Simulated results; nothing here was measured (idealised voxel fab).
The process module that follows is named voxel lift off.
Cross-section cut spans 260 nm and uses square cells 5 nm in size.
In what follows, cross-sections appear as grids of square cells, described through bands that run from the top down, where every band is one or more rows of cells. In this notation a band is specified by the heights of its top and bottom, in that order and in nm, after which its materials appear from left to right, each paired with its width in nm. The word "edge to edge" attached to a single material means that material fills the band from edge to edge; the word "air" stands for empty space. Convention: height 0 is the level below which the wafer, as received, is all one material. The lowest band does not terminate at the bottom but continues downward, represented as "0 and below". It should be noted that a width expressed as "30 to 40" varies in equal increments from row to row of cells within the band, taking the value of the first number at the top row and that of the second number at the bottom row. Where the words "remains unaltered" appear for a step, the cross-section shows no cell changed by that step; every cell remained as before. Listed in "Catalogued sealed voids": every empty space of 8 or more cells without an open way to the top. Form: width x height at distance, the distance being from the left edge, all in nm. It should be noted that, on the line of a given step, the content following the step's settings is a remark produced by the simulator itself with respect to that step. "overlay nm" answers the question of how far to the right of plan the mask lay on a step that has a mask, and when it is negative the answer is to the left.
[The steps planned for the process are as follows]
step 1: RECEIVE | material Si
step 2: CONFORMAL_DEP | material SiO2 | thk nm 15
step 3: PATTERN | tone open | mask id LINES | material resist | width nm 15 | pitch nm 45 | thk nm 30 | overlay nm 0
step 4: DIRECTIONAL_DEP | material Ru | thk nm 15
step 5: STRIP | etch materials resist
step 6: CONFORMAL_DEP | material SiN | thk nm 5
[Cross-section of the incoming wafer, state after step 1]
	0 and below | Si edge to edge
	Catalogued sealed voids: none
[One mistake in running the module, otherwise start and plan as above: cross-section at the end]
	50 down to 45 | air 95 nm | SiN 25 nm | air 20 nm | SiN 25 nm | air 95 nm
	45 down to 35 | air 95 nm | SiN 5 nm | Ru 15 nm | SiN 5 nm | air 20 nm | SiN 5 nm | Ru 15 nm | SiN 5 nm | air 95 nm
	35 down to 30 | SiN 100 nm | Ru 15 nm | SiN 30 nm | Ru 15 nm | SiN 100 nm
	30 down to 0 | SiO2 edge to edge
	0 and below | Si edge to edge
	Catalogued sealed voids: none
So what did we get wrong on this run? plan step 2 was twice executed
